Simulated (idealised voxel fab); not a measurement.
process module | voxel self aligned vias
Xsec cut, 155 nm wide, square cell size 5 nm.
Square cells in a grid make up a cross-section in this document, and the grid is given as bands, listed from the top down, each one or more rows of cells. Look at the band entry: it leads with the top's height and the bottom's height in nm. Then it lists the materials left to right, with a width in nm for each. The word "edge to edge" on a single material says that material fills the band edge to edge. The word "empty" is empty space. For the purposes of this specification, 0 denotes the height below which the wafer in its as-received condition is composed wholly of one material, and the lowermost band, lacking a lower limit, extends downward without end, as expressed in "0..down". The expression "30 to 40" gives the width at the extremes of the band, the first number at its top row of cells and the second at its bottom row, with the width changing by equal amounts from each row to the next in between. When a step is marked "same as before", none of the cells in the cross-section changed during that step. This entry, "Closed void listing", enumerates those empty regions of no fewer than 8 cells that possess no open connection to the top. Each region is reported in the form width x height at distance, the distance being taken from the left edge, with all three quantities expressed in nm. The remark found on a step's line after its settings is issued by the simulator itself and pertains to that step. "overlay nm", when on a step's line for a step with a mask, measures how far to the right of its planned place the mask lay; a negative measure means to the left.
### The process steps that were planned are listed below
1,RECEIVE,material Si
2,CONFORMAL_DEP,material SiO2,thk nm 15
3,CONFORMAL_DEP,material SiCN,thk nm 5
4,DIRECTIONAL_DEP,material SiO2,thk nm 25
5,PATTERN,tone open,mask id LINES,material resist,width nm 30,pitch nm 55,thk nm 15,overlay nm 0
6,DIRECTIONAL_ETCH,etch materials SiO2,depth nm 25
7,STRIP,etch materials resist
8,CONFORMAL_DEP,material TiN,thk nm 5
9,FILL_DEP,material W,thk nm 10
10,CMP,height nm 45
11,SELECTIVE_ETCH,etch materials W Ru TiN,depth nm 5
12,FILL_DEP,material SiN,thk nm 10
13,CMP,height nm 45
14,DIRECTIONAL_DEP,material SiO2,thk nm 15
15,MASKED_ETCH,tone open,mask id VIAS,width nm 40,pitch nm 55,etch materials SiO2,depth nm 15,overlay nm 0
16,MASKED_ETCH,tone open,mask id VIAS,width nm 40,pitch nm 55,etch materials SiN,depth nm 5,overlay nm 0
17,CONFORMAL_DEP,material TiN,thk nm 5
18,FILL_DEP,material Ru,thk nm 10
19,CMP,height nm 60
20,CONFORMAL_DEP,material SiCN,thk nm 5
### As-received wafer cross-section (after step 1)
0..down  Si edge to edge
Closed void listing: none
### Cross-sectional image of the first of two wafers at the end of the module, the run having proceeded as planned
65..60  SiCN edge to edge
60..50  30 of SiO2 / 5 of TiN / 30 of Ru / 5 of TiN / 15 of SiO2 / 5 of TiN / 30 of Ru / 5 of TiN / 30 of SiO2
50..45  30 of SiO2 / 10 of TiN / 20 of Ru / 10 of TiN / 15 of SiO2 / 10 of TiN / 20 of Ru / 10 of TiN / 30 of SiO2
45..40  35 of SiO2 / 30 of TiN / 25 of SiO2 / 30 of TiN / 35 of SiO2
40..25  35 of SiO2 / 5 of TiN / 20 of W / 5 of TiN / 25 of SiO2 / 5 of TiN / 20 of W / 5 of TiN / 35 of SiO2
25..20  35 of SiO2 / 30 of TiN / 25 of SiO2 / 30 of TiN / 35 of SiO2
20..15  SiCN edge to edge
15..0  SiO2 edge to edge
0..down  Si edge to edge
Closed void listing: none
### Second wafer cross-section at end of module - shared start and plan with the first, one mistake in the run
65..60  SiCN edge to edge
60..50  30 of SiO2 / 5 of TiN / 30 of Ru / 5 of TiN / 15 of SiO2 / 5 of TiN / 30 of Ru / 5 of TiN / 30 of SiO2
50..45  30 of SiO2 / 40 of TiN / 15 of SiO2 / 40 of TiN / 30 of SiO2
45..25  35 of SiO2 / 5 of TiN / 20 of SiCN / 5 of TiN / 25 of SiO2 / 5 of TiN / 20 of SiCN / 5 of TiN / 35 of SiO2
25..20  35 of SiO2 / 30 of TiN / 25 of SiO2 / 30 of TiN / 35 of SiO2
20..15  SiCN edge to edge
15..0  SiO2 edge to edge
0..down  Si edge to edge
Closed void listing: none
Nonconformance to the process plan: step 9, actual vs plan mismatch, actual run FILL_DEP,material SiCN,thk nm 10
Counted in cells at the end, the second wafer holds more or fewer of these materials than the first: Ru: 8 fewer; SiCN: 32 more; W: 24 fewer
